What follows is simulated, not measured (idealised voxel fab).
A process module follows: voxel self aligned vias.
Displayed cross-section: cut, width of 155 nm, square cells sized 5 nm.
The cross-sections in this document take the form of a grid made of square cells. They are written out as bands, in order from top to bottom. Each band consists of one or more rows of cells.
It is stipulated that each band's entry specify, in nanometres, the height of the top of the band and then that of its bottom, followed by the materials of the band in left-to-right sequence, each together with its width in nanometres. A single material marked by the word "full width" is understood to fill the band from edge to edge; the word "blank" is understood to denote empty space.
For the purposes of this specification, 0 denotes the height below which the wafer in its as-received condition is composed wholly of one material, and the lowermost band, lacking a lower limit, extends downward without end, as expressed in "0 -> down".
The notation "30->40" denotes a width that varies across the rows of cells in the band, beginning at the first number in the top row, finishing at the second number in the bottom row, and changing by an identical amount from each row to the next.
When a step is marked "no change", none of the cells in the cross-section changed during that step.
So "Voids, fully enclosed" is basically the list of trapped voids: any empty space of 8 cells or more that can't reach the top through an opening. They're written width x height at distance, the distance being from the left edge, and it's all nm.
Read whatever lies past the settings on a step's line as the simulator's own remark about the step.
Regarding "overlay nm": on a step with a mask, it is the distance the mask lay to the right of its planned place; a negative value places it to the left.

SET OUT BELOW ARE THE PLANNED STEPS OF THE PROCESS
1,RECEIVE with material Si
2,CONFORMAL_DEP with material SiO2, thk nm 10
3,CONFORMAL_DEP with material SiCN, thk nm 5
4,DIRECTIONAL_DEP with material lowk, thk nm 25
5,DIRECTIONAL_DEP with material aC, thk nm 15
6,PATTERN with tone open, mask id LINES, material resist, width nm 20, pitch nm 70, thk nm 35, overlay nm 0
7,DIRECTIONAL_ETCH with etch materials aC, depth nm 15
8,STRIP with etch materials resist
9,DIRECTIONAL_ETCH with etch materials lowk, depth nm 25
10,STRIP with etch materials aC
11,CONFORMAL_DEP with material TiN, thk nm 5
12,FILL_DEP with material Ru, thk nm 5
13,CMP with height nm 40
14,SELECTIVE_ETCH with etch materials W Ru TiN, depth nm 5
15,FILL_DEP with material SiN, thk nm 10
16,CMP with height nm 40
17,DIRECTIONAL_DEP with material lowk, thk nm 15
18,MASKED_ETCH with tone open, mask id VIAS, width nm 40, etch materials lowk, depth nm 15, overlay nm 0
19,MASKED_ETCH with tone open, mask id VIAS, width nm 40, etch materials SiN, depth nm 5, overlay nm 0
20,CONFORMAL_DEP with material TiN, thk nm 5
21,FILL_DEP with material Cu, thk nm 10
22,CMP with height nm 55
23,CONFORMAL_DEP with material SiN, thk nm 5

FIRST OF TWO WAFERS - AS PLANNED

CROSS-SECTION, INCOMING MATERIAL, AFTER STEP 1
  0 -> down  Si full width
  Voids, fully enclosed: none

ONCE STEP 2 IS THROUGH, THE WAFER LOOKS LIKE THIS IN CROSS-SECTION
  10 -> 0  SiO2 full width
  Lower than 0, everything is as it was.

ONCE STEP 3 IS THROUGH, THE WAFER LOOKS LIKE THIS IN CROSS-SECTION
  15 -> 10  SiCN full width
  Lower than 10, everything is as it was.

ONCE STEP 4 IS THROUGH, THE WAFER LOOKS LIKE THIS IN CROSS-SECTION
  40 -> 15  lowk full width
  Lower than 15, everything is as it was.

ONCE STEP 5 IS THROUGH, THE WAFER LOOKS LIKE THIS IN CROSS-SECTION
  55 -> 40  aC full width
  Lower than 40, everything is as it was.

ONCE STEP 6 IS THROUGH, THE WAFER LOOKS LIKE THIS IN CROSS-SECTION
  90 -> 55  30 nm resist; 20 nm blank; 50 nm resist; 20 nm blank; 35 nm resist
  Lower than 55, everything is as it was.

ONCE STEP 7 IS THROUGH, THE WAFER LOOKS LIKE THIS IN CROSS-SECTION
  75 -> 55  30 nm resist; 20 nm blank; 50 nm resist; 20 nm blank; 35 nm resist
  55 -> 40  30 nm aC; 20 nm blank; 50 nm aC; 20 nm blank; 35 nm aC
  Lower than 40, everything is as it was.

ONCE STEP 8 IS THROUGH, THE WAFER LOOKS LIKE THIS IN CROSS-SECTION
  55 -> 40  30 nm aC; 20 nm blank; 50 nm aC; 20 nm blank; 35 nm aC
  Lower than 40, everything is as it was.

ONCE STEP 9 IS THROUGH, THE WAFER LOOKS LIKE THIS IN CROSS-SECTION
  55 -> 40  30 nm aC; 20 nm blank; 50 nm aC; 20 nm blank; 35 nm aC
  40 -> 15  30 nm lowk; 20 nm blank; 50 nm lowk; 20 nm blank; 35 nm lowk
  Lower than 15, everything is as it was.

ONCE STEP 10 IS THROUGH, THE WAFER LOOKS LIKE THIS IN CROSS-SECTION
  40 -> 15  30 nm lowk; 20 nm blank; 50 nm lowk; 20 nm blank; 35 nm lowk
  Lower than 15, everything is as it was.

ONCE STEP 11 IS THROUGH, THE WAFER LOOKS LIKE THIS IN CROSS-SECTION
  45 -> 40  35 nm TiN; 10 nm blank; 60 nm TiN; 10 nm blank; 40 nm TiN
  40 -> 20  30 nm lowk; 5 nm TiN; 10 nm blank; 5 nm TiN; 50 nm lowk; 5 nm TiN; 10 nm blank; 5 nm TiN; 35 nm lowk
  20 -> 15  30 nm lowk; 20 nm TiN; 50 nm lowk; 20 nm TiN; 35 nm lowk
  Lower than 15, everything is as it was.

ONCE STEP 12 IS THROUGH, THE WAFER LOOKS LIKE THIS IN CROSS-SECTION
  50 -> 45  Ru full width
  45 -> 40  35 nm TiN; 10 nm Ru; 60 nm TiN; 10 nm Ru; 40 nm TiN
  40 -> 20  30 nm lowk; 5 nm TiN; 10 nm Ru; 5 nm TiN; 50 nm lowk; 5 nm TiN; 10 nm Ru; 5 nm TiN; 35 nm lowk
  Lower than 20, everything is as it was.

ONCE STEP 13 IS THROUGH, THE WAFER LOOKS LIKE THIS IN CROSS-SECTION
  40 -> 20  30 nm lowk; 5 nm TiN; 10 nm Ru; 5 nm TiN; 50 nm lowk; 5 nm TiN; 10 nm Ru; 5 nm TiN; 35 nm lowk
  Lower than 20, everything is as it was.

ONCE STEP 14 IS THROUGH, THE WAFER LOOKS LIKE THIS IN CROSS-SECTION
  40 -> 35  30 nm lowk; 20 nm blank; 50 nm lowk; 20 nm blank; 35 nm lowk
  Lower than 35, everything is as it was.

ONCE STEP 15 IS THROUGH, THE WAFER LOOKS LIKE THIS IN CROSS-SECTION
  50 -> 40  SiN full width
  40 -> 35  30 nm lowk; 20 nm SiN; 50 nm lowk; 20 nm SiN; 35 nm lowk
  Lower than 35, everything is as it was.

ONCE STEP 16 IS THROUGH, THE WAFER LOOKS LIKE THIS IN CROSS-SECTION
  40 -> 35  30 nm lowk; 20 nm SiN; 50 nm lowk; 20 nm SiN; 35 nm lowk
  Lower than 35, everything is as it was.

ONCE STEP 17 IS THROUGH, THE WAFER LOOKS LIKE THIS IN CROSS-SECTION
  55 -> 40  lowk full width
  Lower than 40, everything is as it was.

ONCE STEP 18 IS THROUGH, THE WAFER LOOKS LIKE THIS IN CROSS-SECTION
  55 -> 40  20 nm lowk; 40 nm blank; 95 nm lowk
  Lower than 40, everything is as it was.

ONCE STEP 19 IS THROUGH, THE WAFER LOOKS LIKE THIS IN CROSS-SECTION
  55 -> 40  20 nm lowk; 40 nm blank; 95 nm lowk
  40 -> 35  30 nm lowk; 20 nm blank; 50 nm lowk; 20 nm SiN; 35 nm lowk
  Lower than 35, everything is as it was.

ONCE STEP 20 IS THROUGH, THE WAFER LOOKS LIKE THIS IN CROSS-SECTION
  60 -> 55  25 nm TiN; 30 nm blank; 100 nm TiN
  55 -> 45  20 nm lowk; 5 nm TiN; 30 nm blank; 5 nm TiN; 95 nm lowk
  45 -> 40  20 nm lowk; 15 nm TiN; 10 nm blank; 15 nm TiN; 95 nm lowk
  40 -> 35  30 nm lowk; 20 nm TiN; 50 nm lowk; 20 nm SiN; 35 nm lowk
  Lower than 35, everything is as it was.

ONCE STEP 21 IS THROUGH, THE WAFER LOOKS LIKE THIS IN CROSS-SECTION
  70 -> 60  Cu full width
  60 -> 55  25 nm TiN; 30 nm Cu; 100 nm TiN
  55 -> 45  20 nm lowk; 5 nm TiN; 30 nm Cu; 5 nm TiN; 95 nm lowk
  45 -> 40  20 nm lowk; 15 nm TiN; 10 nm Cu; 15 nm TiN; 95 nm lowk
  Lower than 40, everything is as it was.

ONCE STEP 22 IS THROUGH, THE WAFER LOOKS LIKE THIS IN CROSS-SECTION
  55 -> 45  20 nm lowk; 5 nm TiN; 30 nm Cu; 5 nm TiN; 95 nm lowk
  Lower than 45, everything is as it was.

ONCE STEP 23 IS THROUGH, THE WAFER LOOKS LIKE THIS IN CROSS-SECTION
  60 -> 55  SiN full width
  Lower than 55, everything is as it was.

HERE THE SECOND WAFER IS DESCRIBED. ITS START AND ITS PLAN WERE THOSE OF THE FIRST WAFER. ITS RUN CONTAINED ONE MISTAKE. UP TO AND INCLUDING STEP 17, IT DID EXACTLY WHAT THE FIRST WAFER DID

THE SECOND WAFER IN CROSS-SECTION, AT THE PLANNED CLOSE OF STEP 18
  55 -> 40  20 nm blank; 40 nm lowk; 95 nm blank
  Lower than 40, everything is as it was.

The second wafer in cross-section, at the planned close of step 19: no change

THE SECOND WAFER IN CROSS-SECTION, AT THE PLANNED CLOSE OF STEP 20
  60 -> 55  15 nm blank; 50 nm TiN; 90 nm blank
  55 -> 45  15 nm blank; 5 nm TiN; 40 nm lowk; 5 nm TiN; 90 nm blank
  45 -> 40  20 nm TiN; 40 nm lowk; 95 nm TiN
  Lower than 40, everything is as it was.

THE SECOND WAFER IN CROSS-SECTION, AT THE PLANNED CLOSE OF STEP 21
  70 -> 60  Cu full width
  60 -> 55  15 nm Cu; 50 nm TiN; 90 nm Cu
  55 -> 45  15 nm Cu; 5 nm TiN; 40 nm lowk; 5 nm TiN; 90 nm Cu
  Lower than 45, everything is as it was.

THE SECOND WAFER IN CROSS-SECTION, AT THE PLANNED CLOSE OF STEP 22
  55 -> 45  15 nm Cu; 5 nm TiN; 40 nm lowk; 5 nm TiN; 90 nm Cu
  Lower than 45, everything is as it was.

THE SECOND WAFER IN CROSS-SECTION, AT THE PLANNED CLOSE OF STEP 23
  60 -> 55  SiN full width
  Lower than 55, everything is as it was.
Deviation from plan: step 18 deviated from plan and actually ran as MASKED_ETCH with tone cover, mask id VIAS, width nm 40, etch materials lowk, depth nm 15, overlay nm 0
Bottom line after processing is that, in cells, the second wafer is up or down on some materials versus the first: Cu +28, SiN +4, TiN +13, lowk -45
